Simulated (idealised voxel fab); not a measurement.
Proc. module: voxel wiring stack
The cross-section shown here is cut; it is 200 nm wide and divided into square cells measuring 5 nm on a side.
Cross-section format: a grid of square cells, given as bands from top to bottom; each band is one or more rows of cells.
It is stipulated that each band's entry specify, in nanometres, the height of the top of the band and then that of its bottom, followed by the materials of the band in left-to-right sequence, each together with its width in nanometres. A single material marked by the word "throughout" is understood to fill the band from edge to edge; the word "empty" is understood to denote empty space.
Height is counted from the level 0, under which the received wafer is composed throughout of one material. The lowest of the bands is not closed at the bottom but continues downward, in the notation "from 0 down".
So if you see something like "30..40" for the width, read it as the top row of the band sitting at the first number and the bottom row at the second, with every row in between moving by the same amount as the last.
Take "everything unchanged" at face value: in the step it is given for, the cross-section changed in none of its cells.
Enclosed voids (no open way to top), threshold 8 cells or more, entry "Closed cavity list", notation width x height at distance, distance from left edge, nm.
Past the settings on a step's line: simulator remark, on that step.
What "overlay nm" on a step's line means: if the step has a mask, that mask lay this far to the right of its planned place, or, when the value is negative, to the left.

So here's the lineup of process steps we planned
step 1: RECEIVE,material Si
step 2: CONFORMAL_DEP,material SiO2,thk nm 15
step 3: DIRECTIONAL_DEP,material TiN,thk nm 5
step 4: DIRECTIONAL_DEP,material Ru,thk nm 15
step 5: MASKED_ETCH,tone cover,mask id METAL_1,width nm 30,pitch nm 60,etch materials Ru,depth nm 15,overlay nm 0
step 6: MASKED_ETCH,tone cover,mask id METAL_1,width nm 30,pitch nm 60,etch materials TiN,depth nm 5,overlay nm 0
step 7: FILL_DEP,material lowk,thk nm 5
step 8: CMP,height nm 35
step 9: CONFORMAL_DEP,material SiCN,thk nm 5
step 10: DIRECTIONAL_DEP,material lowk,thk nm 20
step 11: PATTERN,tone open,mask id PLUG_1,material resist,width nm 15,pitch nm 60,thk nm 15,overlay nm 0
step 12: DIRECTIONAL_ETCH,etch materials lowk,depth nm 20
step 13: DIRECTIONAL_ETCH,etch materials SiCN,depth nm 5
step 14: STRIP,etch materials resist
step 15: CONFORMAL_DEP,material TiN,thk nm 5
step 16: FILL_DEP,material Cu,thk nm 5
step 17: CMP,height nm 60
step 18: DIRECTIONAL_DEP,material TiN,thk nm 5
step 19: DIRECTIONAL_DEP,material W,thk nm 15
step 20: PATTERN,tone cover,mask id METAL_2,material resist,width nm 30,pitch nm 60,thk nm 20,overlay nm 0
step 21: DIRECTIONAL_ETCH,etch materials W,depth nm 15
step 22: DIRECTIONAL_ETCH,etch materials TiN,depth nm 5
step 23: STRIP,etch materials resist
step 24: CONFORMAL_DEP,material SiCN,thk nm 5
step 25: FILL_DEP,material lowk,thk nm 10
step 26: CMP,height nm 80
step 27: CONFORMAL_DEP,material SiCN,thk nm 5
step 28: DIRECTIONAL_DEP,material SiO2,thk nm 20
step 29: MASKED_ETCH,tone open,mask id PLUG_2,width nm 15,pitch nm 60,etch materials SiO2,depth nm 20,overlay nm 0
step 30: MASKED_ETCH,tone open,mask id PLUG_2,width nm 15,pitch nm 60,etch materials SiCN,depth nm 5,overlay nm 0
step 31: EPI,material Ru,thk nm 10
step 32: EPI,material Ru,thk nm 10
step 33: EPI,material Ru,thk nm 5
step 34: DIRECTIONAL_DEP,material TiN,thk nm 5
step 35: DIRECTIONAL_DEP,material W,thk nm 25
step 36: MASKED_ETCH,tone cover,mask id METAL_3,width nm 30,pitch nm 60,etch materials W,depth nm 25,overlay nm 0
step 37: MASKED_ETCH,tone cover,mask id METAL_3,width nm 30,pitch nm 60,etch materials TiN,depth nm 5,overlay nm 0
step 38: CONFORMAL_DEP,material SiN,thk nm 5
step 39: FILL_DEP,material lowk,thk nm 10
step 40: CMP,height nm 135
step 41: CONFORMAL_DEP,material SiN,thk nm 5

Incoming wafer, cross-sectional view, post step 1
	from 0 down  Si throughout
	Closed cavity list: none

Cross-section: first of two wafers, module finished, run according to plan
	from 140 to 135  SiN throughout
	from 135 to 110  lowk 50 | SiN 5 | W 30 | SiN 5 | lowk 20 | SiN 5 | W 30 | SiN 5 | lowk 50
	from 110 to 105  SiN 55 | TiN 30 | SiN 30 | TiN 30 | SiN 55
	from 105 to 85  SiO2 55 | Ru 15 | SiO2 45 | Ru 15 | SiO2 70
	from 85 to 80  SiCN 55 | Ru 15 | SiCN 45 | Ru 15 | SiCN 70
	from 80 to 65  lowk 50 | SiCN 5 | W 30 | SiCN 5 | lowk 20 | SiCN 5 | W 30 | SiCN 5 | lowk 50
	from 65 to 60  SiCN 55 | TiN 30 | SiCN 30 | TiN 30 | SiCN 55
	from 60 to 40  lowk 55 | TiN 5 | Cu 5 | TiN 5 | lowk 45 | TiN 5 | Cu 5 | TiN 5 | lowk 70
	from 40 to 35  SiCN 55 | TiN 15 | SiCN 45 | TiN 15 | SiCN 70
	from 35 to 20  lowk 55 | Ru 30 | lowk 30 | Ru 30 | lowk 55
	from 20 to 15  lowk 55 | TiN 30 | lowk 30 | TiN 30 | lowk 55
	from 15 to 0  SiO2 throughout
	from 0 down  Si throughout
	Closed cavity list: none

Second wafer cross-section at end of module - shared start and plan with the first, one mistake in the run
	from 140 to 135  SiN throughout
	from 135 to 125  lowk 65 | SiN 5 | W 15 | SiN 5 | lowk 35 | SiN 5 | W 15 | SiN 5 | lowk 50
	from 125 to 120  lowk 50 | SiN 20 | W 15 | SiN 5 | lowk 20 | SiN 20 | W 15 | SiN 5 | lowk 50
	from 120 to 115  SiN 55 | W 15 | TiN 15 | SiN 30 | W 15 | TiN 15 | SiN 55
	from 115 to 95  SiO2 55 | W 15 | SiO2 45 | W 15 | SiO2 70
	from 95 to 90  SiCN 55 | TiN 15 | SiCN 45 | TiN 15 | SiCN 70
	from 90 to 80  SiCN throughout
	from 80 to 65  lowk 50 | SiCN 5 | W 30 | SiCN 5 | lowk 20 | SiCN 5 | W 30 | SiCN 5 | lowk 50
	from 65 to 60  SiCN 55 | TiN 30 | SiCN 30 | TiN 30 | SiCN 55
	from 60 to 40  lowk 55 | TiN 5 | Cu 5 | TiN 5 | lowk 45 | TiN 5 | Cu 5 | TiN 5 | lowk 70
	from 40 to 35  SiCN 55 | TiN 15 | SiCN 45 | TiN 15 | SiCN 70
	from 35 to 20  lowk 55 | Ru 30 | lowk 30 | Ru 30 | lowk 55
	from 20 to 15  lowk 55 | TiN 30 | lowk 30 | TiN 30 | lowk 55
	from 15 to 0  SiO2 throughout
	from 0 down  Si throughout
	Closed cavity list: none
It is concluded that the wafer was processed incorrectly with respect to the plan, in that off-plan run, step 27, actual operation and settings CONFORMAL_DEP,material SiCN,thk nm 15
It is noted that, at the conclusion of processing, the second wafer exhibits a higher or lower cell count for certain materials relative to the first: -30 Ru | +80 SiCN | -2 SiN | -12 W | -36 lowk
